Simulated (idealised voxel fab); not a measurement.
process module | voxel self aligned vias
cross-section cut | 170 nm wide | cells 5 nm
A cross-section is a grid of square cells, given in bands from the top down. A band is one or more rows of cells.
Each band's line starts with the height of the band's top and of its bottom, in nm. Then come its materials from left to right, each with its width in nm. One material with "throughout" fills the band from edge to edge. "air" is empty space.
Height 0 is the level under which the wafer as received is all one material. The lowest band goes on downwards, as in "0 down".
A width such as "30 to 40" changes by the same amount from each row of cells to the next, from the band's top row to its bottom row.
"no change" after a step means that no cell of the cross-section changed.
closed voids: empty space of 8 cells or more with no open way to the top, each as width x height at its distance from the left edge, in nm
after a step's settings: what the simulator itself notes on the step
overlay nm, on a step with a mask: how far to the right of its planned place the mask lay; to the left if negative
plan
1 op RECEIVE | material Si
2 op CONFORMAL_DEP | material SiO2 | thk nm 15
3 op CONFORMAL_DEP | material SiCN | thk nm 5
4 op DIRECTIONAL_DEP | material lowk | thk nm 30
5 op PATTERN | tone open | mask id LINES | material resist | width nm 25 | pitch nm 50 | thk nm 20 | overlay nm 0
6 op DIRECTIONAL_ETCH | etch materials lowk | depth nm 30
7 op STRIP | etch materials resist
8 op CONFORMAL_DEP | material TiN | thk nm 5
9 op FILL_DEP | material W | thk nm 5
10 op CMP | height nm 50
11 op SELECTIVE_ETCH | etch materials W Ru TiN | depth nm 5
12 op FILL_DEP | material SiN | thk nm 5
13 op CMP | height nm 50
14 op DIRECTIONAL_DEP | material lowk | thk nm 15
15 op MASKED_ETCH | tone open | mask id VIAS | width nm 35 | pitch nm 100 | etch materials lowk | depth nm 15 | overlay nm 0
16 op MASKED_ETCH | tone open | mask id VIAS | width nm 35 | pitch nm 100 | etch materials SiN | depth nm 5 | overlay nm 0
17 op CONFORMAL_DEP | material TiN | thk nm 5
18 op FILL_DEP | material W | thk nm 10
19 op CMP | height nm 65
20 op CONFORMAL_DEP | material SiN | thk nm 5
first wafer, as planned
as received, after step 1
  0 down: Si throughout
  closed voids: none
after step 2
  15 to 0: SiO2 throughout
  below 0: unchanged
after step 3
  20 to 15: SiCN throughout
  below 15: unchanged
after step 4
  50 to 20: lowk throughout
  below 20: unchanged
after step 5
  70 to 50: resist 20 | air 25 | resist 25 | air 25 | resist 25 | air 25 | resist 25
  below 50: unchanged
after step 6
  70 to 50: resist 20 | air 25 | resist 25 | air 25 | resist 25 | air 25 | resist 25
  50 to 20: lowk 20 | air 25 | lowk 25 | air 25 | lowk 25 | air 25 | lowk 25
  below 20: unchanged
after step 7
  50 to 20: lowk 20 | air 25 | lowk 25 | air 25 | lowk 25 | air 25 | lowk 25
  below 20: unchanged
after step 8
  55 to 50: TiN 25 | air 15 | TiN 35 | air 15 | TiN 35 | air 15 | TiN 30
  50 to 25: lowk 20 | TiN 5 | air 15 | TiN 5 | lowk 25 | TiN 5 | air 15 | TiN 5 | lowk 25 | TiN 5 | air 15 | TiN 5 | lowk 25
  25 to 20: lowk 20 | TiN 25 | lowk 25 | TiN 25 | lowk 25 | TiN 25 | lowk 25
  below 20: unchanged
after step 9
  60 to 55: W throughout
  55 to 50: TiN 25 | W 15 | TiN 35 | W 15 | TiN 35 | W 15 | TiN 30
  50 to 25: lowk 20 | TiN 5 | W 15 | TiN 5 | lowk 25 | TiN 5 | W 15 | TiN 5 | lowk 25 | TiN 5 | W 15 | TiN 5 | lowk 25
  below 25: unchanged
after step 10
  50 to 25: lowk 20 | TiN 5 | W 15 | TiN 5 | lowk 25 | TiN 5 | W 15 | TiN 5 | lowk 25 | TiN 5 | W 15 | TiN 5 | lowk 25
  below 25: unchanged
after step 11
  50 to 45: lowk 20 | air 25 | lowk 25 | air 25 | lowk 25 | air 25 | lowk 25
  below 45: unchanged
after step 12
  55 to 50: SiN throughout
  50 to 45: lowk 20 | SiN 25 | lowk 25 | SiN 25 | lowk 25 | SiN 25 | lowk 25
  below 45: unchanged
after step 13
  50 to 45: lowk 20 | SiN 25 | lowk 25 | SiN 25 | lowk 25 | SiN 25 | lowk 25
  below 45: unchanged
after step 14
  65 to 50: lowk throughout
  below 50: unchanged
after step 15
  65 to 50: lowk 15 | air 35 | lowk 65 | air 35 | lowk 20
  below 50: unchanged
after step 16
  65 to 50: lowk 15 | air 35 | lowk 65 | air 35 | lowk 20
  50 to 45: lowk 20 | air 25 | lowk 25 | SiN 25 | lowk 25 | air 25 | lowk 25
  below 45: unchanged
after step 17
  70 to 65: TiN 20 | air 25 | TiN 75 | air 25 | TiN 25
  65 to 55: lowk 15 | TiN 5 | air 25 | TiN 5 | lowk 65 | TiN 5 | air 25 | TiN 5 | lowk 20
  55 to 50: lowk 15 | TiN 10 | air 15 | TiN 10 | lowk 65 | TiN 10 | air 15 | TiN 10 | lowk 20
  50 to 45: lowk 20 | TiN 25 | lowk 25 | SiN 25 | lowk 25 | TiN 25 | lowk 25
  below 45: unchanged
after step 18
  80 to 70: W throughout
  70 to 65: TiN 20 | W 25 | TiN 75 | W 25 | TiN 25
  65 to 55: lowk 15 | TiN 5 | W 25 | TiN 5 | lowk 65 | TiN 5 | W 25 | TiN 5 | lowk 20
  55 to 50: lowk 15 | TiN 10 | W 15 | TiN 10 | lowk 65 | TiN 10 | W 15 | TiN 10 | lowk 20
  below 50: unchanged
after step 19
  65 to 55: lowk 15 | TiN 5 | W 25 | TiN 5 | lowk 65 | TiN 5 | W 25 | TiN 5 | lowk 20
  below 55: unchanged
after step 20
  70 to 65: SiN throughout
  below 65: unchanged
second wafer: like start, like plan, one mistake. Through step 18 it matches the first wafer
when step 19 should have ended: no change
when step 20 should have ended
  85 to 80: SiN throughout
  below 80: unchanged
what went wrong: step 19 was left out
at the end the second wafer has, in cells: 24 more of TiN | 78 more of W
